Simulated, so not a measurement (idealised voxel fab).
Presented below is a process module, voxel gate over fins.
Xsec cut, 255 nm wide, square cell size 5 nm.
Throughout this document, each cross-section is represented as a grid of square cells and is presented as a sequence of bands enumerated from the top downward, where a band comprises one or more rows of cells.
Quick guide to a band line: top height, bottom height (nm) up front; then every material left to right with its width in nm. Only one material and it's marked "full width"? Then it fills the band edge to edge. And "air" just means empty space.
Heights are expressed relative to 0, this being the level below which the as-received wafer comprises one material exclusively. The lowest band is unbounded in the downward direction and is denoted as in "0 and below".
So if you see something like "30->40" for the width, read it as the top row of the band sitting at the first number and the bottom row at the second, with every row in between moving by the same amount as the last.
Given "remained the same" for a step, no cell of the cross-section differs between before and after that step.
Listed in "Fully sealed voids": every empty space of 8 or more cells without an open way to the top. Form: width x height at distance, the distance being from the left edge, all in nm.
What comes after the settings on a step's line is commentary from the simulator itself on that step.
overlay nm, on a step with a mask: how far to the right of its planned place the mask lay; to the left if negative
-- The planned process steps are enumerated hereunder
- 1: RECEIVE [material Si]
- 2: CONFORMAL_DEP [material SiN] [thk nm 5]
- 3: MASKED_ETCH [tone cover] [mask id FINS] [width nm 15] [pitch nm 50] [etch materials SiN] [depth nm 5] [overlay nm 0]
- 4: MASKED_ETCH [tone cover] [mask id FINS] [width nm 15] [pitch nm 50] [etch materials Si] [depth nm 30] [overlay nm 0]
- 5: FILL_DEP [material SiO2] [thk nm 10]
- 6: CMP [height nm 5]
- 7: MASKED_ETCH [tone open] [mask id RAIL] [width nm 15] [etch materials SiO2] [depth nm 30] [overlay nm 0]
- 8: CONFORMAL_DEP [material TiN] [thk nm 5]
- 9: FILL_DEP [material Ru] [thk nm 5]
- 10: CMP [height nm 5]
- 11: SELECTIVE_ETCH [etch materials W Ru TiN] [depth nm 20]
- 12: FILL_DEP [material SiO2] [thk nm 5]
- 13: CMP [height nm 5]
- 14: SELECTIVE_ETCH [etch materials SiO2] [depth nm 15]
- 15: STRIP [etch materials SiN]
- 16: CONFORMAL_DEP [material HfO2] [thk nm 5]
- 17: CONFORMAL_DEP [material TiN] [thk nm 5]
- 18: CONFORMAL_DEP [material TiAl] [thk nm 5]
- 19: CONFORMAL_DEP [material TiN] [thk nm 5]
- 20: FILL_DEP [material W] [thk nm 10]
- 21: CMP [height nm 25]
- 22: CONFORMAL_DEP [material SiCN] [thk nm 5]
-- First wafer, two in total, run as planned
-- Received-state cross-section, reflecting completion of step 1
* 0 and below: Si full width
* Fully sealed voids: none
-- So this is the wafer cross-section right after step 2
* 5 down to 0: SiN full width
* Whatever lies below 0 is exactly as it was before.
-- So this is the wafer cross-section right after step 3
* 5 down to 0: air=70, SiN=15, air=35, SiN=15, air=35, SiN=15, air=70
* Whatever lies below 0 is exactly as it was before.
-- So this is the wafer cross-section right after step 4
* 5 down to 0: air=70, SiN=15, air=35, SiN=15, air=35, SiN=15, air=70
* 0 down to -30: air=70, Si=15, air=35, Si=15, air=35, Si=15, air=70
* Whatever lies below -30 is exactly as it was before.
-- So this is the wafer cross-section right after step 5
* 15 down to 5: SiO2 full width
* 5 down to 0: SiO2=70, SiN=15, SiO2=35, SiN=15, SiO2=35, SiN=15, SiO2=70
* 0 down to -30: SiO2=70, Si=15, SiO2=35, Si=15, SiO2=35, Si=15, SiO2=70
* Whatever lies below -30 is exactly as it was before.
-- So this is the wafer cross-section right after step 6
* 5 down to 0: SiO2=70, SiN=15, SiO2=35, SiN=15, SiO2=35, SiN=15, SiO2=70
* Whatever lies below 0 is exactly as it was before.
-- So this is the wafer cross-section right after step 7
* 5 down to 0: SiO2=70, SiN=15, SiO2=10, air=15, SiO2=10, SiN=15, SiO2=35, SiN=15, SiO2=70
* 0 down to -25: SiO2=70, Si=15, SiO2=10, air=15, SiO2=10, Si=15, SiO2=35, Si=15, SiO2=70
* Whatever lies below -25 is exactly as it was before.
-- So this is the wafer cross-section right after step 8
* 10 down to 5: TiN=100, air=5, TiN=150
* 5 down to 0: SiO2=70, SiN=15, SiO2=10, TiN=5, air=5, TiN=5, SiO2=10, SiN=15, SiO2=35, SiN=15, SiO2=70
* 0 down to -20: SiO2=70, Si=15, SiO2=10, TiN=5, air=5, TiN=5, SiO2=10, Si=15, SiO2=35, Si=15, SiO2=70
* -20 down to -25: SiO2=70, Si=15, SiO2=10, TiN=15, SiO2=10, Si=15, SiO2=35, Si=15, SiO2=70
* Whatever lies below -25 is exactly as it was before.
-- So this is the wafer cross-section right after step 9
* 15 down to 10: Ru full width
* 10 down to 5: TiN=100, Ru=5, TiN=150
* 5 down to 0: SiO2=70, SiN=15, SiO2=10, TiN=5, Ru=5, TiN=5, SiO2=10, SiN=15, SiO2=35, SiN=15, SiO2=70
* 0 down to -20: SiO2=70, Si=15, SiO2=10, TiN=5, Ru=5, TiN=5, SiO2=10, Si=15, SiO2=35, Si=15, SiO2=70
* Whatever lies below -20 is exactly as it was before.
-- So this is the wafer cross-section right after step 10
* 5 down to 0: SiO2=70, SiN=15, SiO2=10, TiN=5, Ru=5, TiN=5, SiO2=10, SiN=15, SiO2=35, SiN=15, SiO2=70
* Whatever lies below 0 is exactly as it was before.
-- So this is the wafer cross-section right after step 11
* 5 down to 0: SiO2=70, SiN=15, SiO2=10, air=15, SiO2=10, SiN=15, SiO2=35, SiN=15, SiO2=70
* 0 down to -15: SiO2=70, Si=15, SiO2=10, air=15, SiO2=10, Si=15, SiO2=35, Si=15, SiO2=70
* Whatever lies below -15 is exactly as it was before.
-- So this is the wafer cross-section right after step 12
* 10 down to 5: SiO2 full width
* 5 down to 0: SiO2=70, SiN=15, SiO2=35, SiN=15, SiO2=35, SiN=15, SiO2=70
* 0 down to -15: SiO2=70, Si=15, SiO2=35, Si=15, SiO2=35, Si=15, SiO2=70
* Whatever lies below -15 is exactly as it was before.
-- So this is the wafer cross-section right after step 13
* 5 down to 0: SiO2=70, SiN=15, SiO2=35, SiN=15, SiO2=35, SiN=15, SiO2=70
* Whatever lies below 0 is exactly as it was before.
-- So this is the wafer cross-section right after step 14
* 5 down to 0: air=70, SiN=15, air=35, SiN=15, air=35, SiN=15, air=70
* 0 down to -10: air=70, Si=15, air=35, Si=15, air=35, Si=15, air=70
* Whatever lies below -10 is exactly as it was before.
-- So this is the wafer cross-section right after step 15
* 0 down to -10: air=70, Si=15, air=35, Si=15, air=35, Si=15, air=70
* Whatever lies below -10 is exactly as it was before.
-- So this is the wafer cross-section right after step 16
* 5 down to 0: air=65, HfO2=25, air=25, HfO2=25, air=25, HfO2=25, air=65
* 0 down to -5: air=65, HfO2=5, Si=15, HfO2=5, air=25, HfO2=5, Si=15, HfO2=5, air=25, HfO2=5, Si=15, HfO2=5, air=65
* -5 down to -10: HfO2=70, Si=15, HfO2=35, Si=15, HfO2=35, Si=15, HfO2=70
* Whatever lies below -10 is exactly as it was before.
-- So this is the wafer cross-section right after step 17
* 10 down to 5: air=60, TiN=35, air=15, TiN=35, air=15, TiN=35, air=60
* 5 down to 0: air=60, TiN=5, HfO2=25, TiN=5, air=15, TiN=5, HfO2=25, TiN=5, air=15, TiN=5, HfO2=25, TiN=5, air=60
* 0 down to -5: TiN=65, HfO2=5, Si=15, HfO2=5, TiN=25, HfO2=5, Si=15, HfO2=5, TiN=25, HfO2=5, Si=15, HfO2=5, TiN=65
* Whatever lies below -5 is exactly as it was before.
-- So this is the wafer cross-section right after step 18
* 15 down to 10: air=55, TiAl=45, air=5, TiAl=45, air=5, TiAl=45, air=55
* 10 down to 5: air=55, TiAl=5, TiN=35, TiAl=5, air=5, TiAl=5, TiN=35, TiAl=5, air=5, TiAl=5, TiN=35, TiAl=5, air=55
* 5 down to 0: TiAl=60, TiN=5, HfO2=25, TiN=5, TiAl=15, TiN=5, HfO2=25, TiN=5, TiAl=15, TiN=5, HfO2=25, TiN=5, TiAl=60
* Whatever lies below 0 is exactly as it was before.
-- So this is the wafer cross-section right after step 19
* 20 down to 15: air=50, TiN=155, air=50
* 15 down to 10: air=50, TiN=5, TiAl=45, TiN=5, TiAl=45, TiN=5, TiAl=45, TiN=5, air=50
* 10 down to 5: TiN=55, TiAl=5, TiN=35, TiAl=5, TiN=5, TiAl=5, TiN=35, TiAl=5, TiN=5, TiAl=5, TiN=35, TiAl=5, TiN=55
* Whatever lies below 5 is exactly as it was before.
-- So this is the wafer cross-section right after step 20
* 30 down to 20: W full width
* 20 down to 15: W=50, TiN=155, W=50
* 15 down to 10: W=50, TiN=5, TiAl=45, TiN=5, TiAl=45, TiN=5, TiAl=45, TiN=5, W=50
* Whatever lies below 10 is exactly as it was before.
-- So this is the wafer cross-section right after step 21
* 25 down to 20: W full width
* Whatever lies below 20 is exactly as it was before.
-- So this is the wafer cross-section right after step 22
* 30 down to 25: SiCN full width
* Whatever lies below 25 is exactly as it was before.
-- The second wafer: identical to the first at the outset and in its planned sequence, differing only in that one mistake was made during processing; up to and including step 6, its path is the first wafer's path
-- Cross-section of the second wafer at the time by which step 7 should have been completed according to the plan
* 5 down to 0: SiO2=70, SiN=15, SiO2=10, air=20, SiO2=5, SiN=15, SiO2=35, SiN=15, SiO2=70
* 0 down to -25: SiO2=70, Si=15, SiO2=10, air=20, SiO2=5, Si=15, SiO2=35, Si=15, SiO2=70
* Whatever lies below -25 is exactly as it was before.
-- Cross-section of the second wafer at the time by which step 8 should have been completed according to the plan
* 10 down to 5: TiN=100, air=10, TiN=145
* 5 down to 0: SiO2=70, SiN=15, SiO2=10, TiN=5, air=10, TiN=5, SiO2=5, SiN=15, SiO2=35, SiN=15, SiO2=70
* 0 down to -20: SiO2=70, Si=15, SiO2=10, TiN=5, air=10, TiN=5, SiO2=5, Si=15, SiO2=35, Si=15, SiO2=70
* -20 down to -25: SiO2=70, Si=15, SiO2=10, TiN=20, SiO2=5, Si=15, SiO2=35, Si=15, SiO2=70
* Whatever lies below -25 is exactly as it was before.
-- Cross-section of the second wafer at the time by which step 9 should have been completed according to the plan
* 15 down to 10: Ru full width
* 10 down to 5: TiN=100, Ru=10, TiN=145
* 5 down to 0: SiO2=70, SiN=15, SiO2=10, TiN=5, Ru=10, TiN=5, SiO2=5, SiN=15, SiO2=35, SiN=15, SiO2=70
* 0 down to -20: SiO2=70, Si=15, SiO2=10, TiN=5, Ru=10, TiN=5, SiO2=5, Si=15, SiO2=35, Si=15, SiO2=70
* Whatever lies below -20 is exactly as it was before.
-- Cross-section of the second wafer at the time by which step 10 should have been completed according to the plan
* 5 down to 0: SiO2=70, SiN=15, SiO2=10, TiN=5, Ru=10, TiN=5, SiO2=5, SiN=15, SiO2=35, SiN=15, SiO2=70
* Whatever lies below 0 is exactly as it was before.
-- Cross-section of the second wafer at the time by which step 11 should have been completed according to the plan
* 5 down to 0: SiO2=70, SiN=15, SiO2=10, air=20, SiO2=5, SiN=15, SiO2=35, SiN=15, SiO2=70
* 0 down to -15: SiO2=70, Si=15, SiO2=10, air=20, SiO2=5, Si=15, SiO2=35, Si=15, SiO2=70
* Whatever lies below -15 is exactly as it was before.
-- Cross-section of the second wafer at the time by which step 12 should have been completed according to the plan
* 10 down to 5: SiO2 full width
* 5 down to 0: SiO2=70, SiN=15, SiO2=35, SiN=15, SiO2=35, SiN=15, SiO2=70
* 0 down to -15: SiO2=70, Si=15, SiO2=35, Si=15, SiO2=35, Si=15, SiO2=70
* Whatever lies below -15 is exactly as it was before.
-- Cross-section of the second wafer at the time by which step 13 should have been completed according to the plan
* 5 down to 0: SiO2=70, SiN=15, SiO2=35, SiN=15, SiO2=35, SiN=15, SiO2=70
* Whatever lies below 0 is exactly as it was before.
-- Cross-section of the second wafer at the time by which step 14 should have been completed according to the plan
* 5 down to 0: air=70, SiN=15, air=35, SiN=15, air=35, SiN=15, air=70
* 0 down to -10: air=70, Si=15, air=35, Si=15, air=35, Si=15, air=70
* Whatever lies below -10 is exactly as it was before.
-- Cross-section of the second wafer at the time by which step 15 should have been completed according to the plan
* 0 down to -10: air=70, Si=15, air=35, Si=15, air=35, Si=15, air=70
* Whatever lies below -10 is exactly as it was before.
-- Cross-section of the second wafer at the time by which step 16 should have been completed according to the plan
* 5 down to 0: air=65, HfO2=25, air=25, HfO2=25, air=25, HfO2=25, air=65
* 0 down to -5: air=65, HfO2=5, Si=15, HfO2=5, air=25, HfO2=5, Si=15, HfO2=5, air=25, HfO2=5, Si=15, HfO2=5, air=65
* -5 down to -10: HfO2=70, Si=15, HfO2=35, Si=15, HfO2=35, Si=15, HfO2=70
* Whatever lies below -10 is exactly as it was before.
-- Cross-section of the second wafer at the time by which step 17 should have been completed according to the plan
* 10 down to 5: air=60, TiN=35, air=15, TiN=35, air=15, TiN=35, air=60
* 5 down to 0: air=60, TiN=5, HfO2=25, TiN=5, air=15, TiN=5, HfO2=25, TiN=5, air=15, TiN=5, HfO2=25, TiN=5, air=60
* 0 down to -5: TiN=65, HfO2=5, Si=15, HfO2=5, TiN=25, HfO2=5, Si=15, HfO2=5, TiN=25, HfO2=5, Si=15, HfO2=5, TiN=65
* Whatever lies below -5 is exactly as it was before.
-- Cross-section of the second wafer at the time by which step 18 should have been completed according to the plan
* 15 down to 10: air=55, TiAl=45, air=5, TiAl=45, air=5, TiAl=45, air=55
* 10 down to 5: air=55, TiAl=5, TiN=35, TiAl=5, air=5, TiAl=5, TiN=35, TiAl=5, air=5, TiAl=5, TiN=35, TiAl=5, air=55
* 5 down to 0: TiAl=60, TiN=5, HfO2=25, TiN=5, TiAl=15, TiN=5, HfO2=25, TiN=5, TiAl=15, TiN=5, HfO2=25, TiN=5, TiAl=60
* Whatever lies below 0 is exactly as it was before.
-- Cross-section of the second wafer at the time by which step 19 should have been completed according to the plan
* 20 down to 15: air=50, TiN=155, air=50
* 15 down to 10: air=50, TiN=5, TiAl=45, TiN=5, TiAl=45, TiN=5, TiAl=45, TiN=5, air=50
* 10 down to 5: TiN=55, TiAl=5, TiN=35, TiAl=5, TiN=5, TiAl=5, TiN=35, TiAl=5, TiN=5, TiAl=5, TiN=35, TiAl=5, TiN=55
* Whatever lies below 5 is exactly as it was before.
-- Cross-section of the second wafer at the time by which step 20 should have been completed according to the plan
* 30 down to 20: W full width
* 20 down to 15: W=50, TiN=155, W=50
* 15 down to 10: W=50, TiN=5, TiAl=45, TiN=5, TiAl=45, TiN=5, TiAl=45, TiN=5, W=50
* Whatever lies below 10 is exactly as it was before.
-- Cross-section of the second wafer at the time by which step 21 should have been completed according to the plan
* 25 down to 20: W full width
* Whatever lies below 20 is exactly as it was before.
-- Cross-section of the second wafer at the time by which step 22 should have been completed according to the plan
* 30 down to 25: SiCN full width
* Whatever lies below 25 is exactly as it was before.
It is concluded that the wafer was processed incorrectly with respect to the plan, in that step 7 went in with a setting other than planned; the actual run was MASKED_ETCH [tone open] [mask id RAIL] [width nm 20] [etch materials SiO2] [depth nm 30] [overlay nm 0]
The final cell counts differ between the wafers, with the second having more or fewer of some materials than the first: +1 Ru; -2 SiO2; +1 TiN
